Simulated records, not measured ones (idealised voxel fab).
The name of this process module is voxel wiring stack.
Cross-section cut: width 200 nm, square cells of 5 nm.
Each cross-section below is a grid of square cells, stated as bands in top-down order, with one or more rows of cells making up each band. Basically the band line says how high the top is and how high the bottom is, in nm, and then what's in it from left to right, every material with its width in nm. Empty space shows up as "air", and if a single material carries "all across" it runs the full band edge to edge. The level at which height equals 0 is the one under which the wafer, as it arrives, is entirely one material. No lower edge exists for the bottom band, which continues downward and is notated as in "0 down". Width: "30 to 40" (first number = top row, second number = bottom row, same change from row to row of cells). "everything unchanged" for a step: no cell of the cross-section changed in that step. The label "Enclosed cavities" introduces a list of the empty spaces, 8 cells or larger, that have no open way up to the top; each entry in it reads width x height at distance, where the distance is taken from the left edge and all three are stated in nm. Step line, after settings: the simulator's comment on this step. Steps that use a mask can have "overlay nm" on their line. It says how far the mask sat to the right of where it was meant to be. Negative means to the left.
Listed below are the process steps as planned:
1. op RECEIVE | material Si
2. op CONFORMAL_DEP | material SiO2 | thk nm 15
3. op CONFORMAL_DEP | material SiCN | thk nm 5
4. op DIRECTIONAL_DEP | material lowk | thk nm 20
5. op DIRECTIONAL_DEP | material aC | thk nm 10
6. op PATTERN | tone open | mask id METAL_1 | material resist | width nm 25 | pitch nm 40 | thk nm 25 | overlay nm 0
7. op DIRECTIONAL_ETCH | etch materials aC | depth nm 10
8. op STRIP | etch materials resist
9. op DIRECTIONAL_ETCH | etch materials lowk | depth nm 20
10. op DIRECTIONAL_ETCH | etch materials SiCN | depth nm 5
11. op STRIP | etch materials aC
12. op CONFORMAL_DEP | material TiN | thk nm 5
13. op FILL_DEP | material Ru | thk nm 10
14. op CMP | height nm 40
15. op CONFORMAL_DEP | material SiCN | thk nm 5
16. op DIRECTIONAL_DEP | material lowk | thk nm 35
17. op DIRECTIONAL_DEP | material aC | thk nm 15
18. op PATTERN | tone open | mask id METAL_2_HOLES | material resist | width nm 15 | pitch nm 40 | thk nm 30 | overlay nm 0
19. op DIRECTIONAL_ETCH | etch materials aC | depth nm 15
20. op STRIP | etch materials resist
21. op DIRECTIONAL_ETCH | etch materials lowk | depth nm 35
22. op STRIP | etch materials aC
23. op DIRECTIONAL_DEP | material aC | thk nm 10
24. op PATTERN | tone open | mask id METAL_2 | material resist | width nm 25 | pitch nm 40 | thk nm 25 | overlay nm 0
25. op DIRECTIONAL_ETCH | etch materials aC | depth nm 10
26. op STRIP | etch materials resist
27. op DIRECTIONAL_ETCH | etch materials lowk | depth nm 20
28. op DIRECTIONAL_ETCH | etch materials SiCN | depth nm 5
29. op STRIP | etch materials aC
30. op CONFORMAL_DEP | material TiN | thk nm 5
31. op FILL_DEP | material Cu | thk nm 5
32. op CMP | height nm 80
33. op CONFORMAL_DEP | material SiCN | thk nm 5
34. op DIRECTIONAL_DEP | material lowk | thk nm 10
35. op MASKED_ETCH | tone open | mask id PLUG_2 | width nm 15 | pitch nm 80 | etch materials lowk | depth nm 10 | overlay nm 0
36. op MASKED_ETCH | tone open | mask id PLUG_2 | width nm 15 | pitch nm 80 | etch materials SiCN | depth nm 5 | overlay nm 0
37. op CONFORMAL_DEP | material TiN | thk nm 5
38. op FILL_DEP | material W | thk nm 10
39. op CMP | height nm 95
40. op DIRECTIONAL_DEP | material TiN | thk nm 5
41. op DIRECTIONAL_DEP | material Ru | thk nm 25
42. op PATTERN | tone cover | mask id METAL_3 | material resist | width nm 25 | pitch nm 40 | thk nm 20 | overlay nm 0
43. op DIRECTIONAL_ETCH | etch materials Ru | depth nm 25
44. op DIRECTIONAL_ETCH | etch materials TiN | depth nm 5
45. op STRIP | etch materials resist
46. op FILL_DEP | material lowk | thk nm 10
47. op CMP | height nm 125
48. op CONFORMAL_DEP | material SiCN | thk nm 5
As received (post step 1): cross-section:
  0 down  Si all across
  Enclosed cavities: none
First of two wafers: cross-section at end of module, run per plan:
  130 to 125  SiCN all across
  125 to 100  lowk=25 | Ru=25 | lowk=15 | Ru=25 | lowk=15 | Ru=25 | lowk=15 | Ru=25 | lowk=30
  100 to 95  lowk=25 | TiN=25 | lowk=15 | TiN=25 | lowk=15 | TiN=25 | lowk=15 | TiN=25 | lowk=30
  95 to 85  lowk=25 | TiN=5 | W=5 | TiN=5 | lowk=65 | TiN=5 | W=5 | TiN=5 | lowk=80
  85 to 80  SiCN=25 | TiN=15 | SiCN=65 | TiN=15 | SiCN=80
  80 to 65  lowk=25 | TiN=5 | Cu=15 | TiN=5 | lowk=15 | TiN=5 | Cu=15 | TiN=5 | lowk=15 | TiN=5 | Cu=15 | TiN=5 | lowk=15 | TiN=5 | Cu=15 | TiN=5 | lowk=30
  65 to 60  lowk=25 | TiN=5 | Cu=5 | TiN=15 | lowk=15 | TiN=5 | Cu=5 | TiN=15 | lowk=15 | TiN=5 | Cu=5 | TiN=15 | lowk=15 | TiN=5 | Cu=5 | TiN=15 | lowk=30
  60 to 45  lowk=25 | TiN=5 | Cu=5 | TiN=5 | lowk=25 | TiN=5 | Cu=5 | TiN=5 | lowk=25 | TiN=5 | Cu=5 | TiN=5 | lowk=25 | TiN=5 | Cu=5 | TiN=5 | lowk=40
  45 to 40  SiCN=25 | TiN=15 | SiCN=25 | TiN=15 | SiCN=25 | TiN=15 | SiCN=25 | TiN=15 | SiCN=40
  40 to 20  lowk=25 | TiN=5 | Ru=15 | TiN=5 | lowk=15 | TiN=5 | Ru=15 | TiN=5 | lowk=15 | TiN=5 | Ru=15 | TiN=5 | lowk=15 | TiN=5 | Ru=15 | TiN=5 | lowk=30
  20 to 15  SiCN=25 | TiN=25 | SiCN=15 | TiN=25 | SiCN=15 | TiN=25 | SiCN=15 | TiN=25 | SiCN=30
  15 to 0  SiO2 all across
  0 down  Si all across
  Enclosed cavities: none
This is the second of the two wafers, cross-sectioned at the end of the module; it started exactly like the first and was given the same plan, but it was run with one mistake:
  130 to 125  SiCN all across
  125 to 100  lowk=25 | Ru=25 | lowk=15 | Ru=25 | lowk=15 | Ru=25 | lowk=15 | Ru=25 | lowk=30
  100 to 95  lowk=25 | TiN=25 | lowk=15 | TiN=25 | lowk=15 | TiN=25 | lowk=15 | TiN=25 | lowk=30
  95 to 90  SiCN=25 | TiN=15 | SiCN=65 | TiN=15 | SiCN=80
  90 to 80  lowk all across
  80 to 65  lowk=25 | TiN=5 | Cu=15 | TiN=5 | lowk=15 | TiN=5 | Cu=15 | TiN=5 | lowk=15 | TiN=5 | Cu=15 | TiN=5 | lowk=15 | TiN=5 | Cu=15 | TiN=5 | lowk=30
  65 to 60  lowk=25 | TiN=5 | Cu=5 | TiN=15 | lowk=15 | TiN=5 | Cu=5 | TiN=15 | lowk=15 | TiN=5 | Cu=5 | TiN=15 | lowk=15 | TiN=5 | Cu=5 | TiN=15 | lowk=30
  60 to 45  lowk=25 | TiN=5 | Cu=5 | TiN=5 | lowk=25 | TiN=5 | Cu=5 | TiN=5 | lowk=25 | TiN=5 | Cu=5 | TiN=5 | lowk=25 | TiN=5 | Cu=5 | TiN=5 | lowk=40
  45 to 40  SiCN=25 | TiN=15 | SiCN=25 | TiN=15 | SiCN=25 | TiN=15 | SiCN=25 | TiN=15 | SiCN=40
  40 to 20  lowk=25 | TiN=5 | Ru=15 | TiN=5 | lowk=15 | TiN=5 | Ru=15 | TiN=5 | lowk=15 | TiN=5 | Ru=15 | TiN=5 | lowk=15 | TiN=5 | Ru=15 | TiN=5 | lowk=30
  20 to 15  SiCN=25 | TiN=25 | SiCN=15 | TiN=25 | SiCN=15 | TiN=25 | SiCN=15 | TiN=25 | SiCN=30
  15 to 0  SiO2 all across
  0 down  Si all across
  Enclosed cavities: none
What broke from the plan during processing? swap of plan steps 33 and 34 during execution
End check, counted in cells, second wafer has more or fewer of these materials than the first: -8 TiN | -4 W | +12 lowk
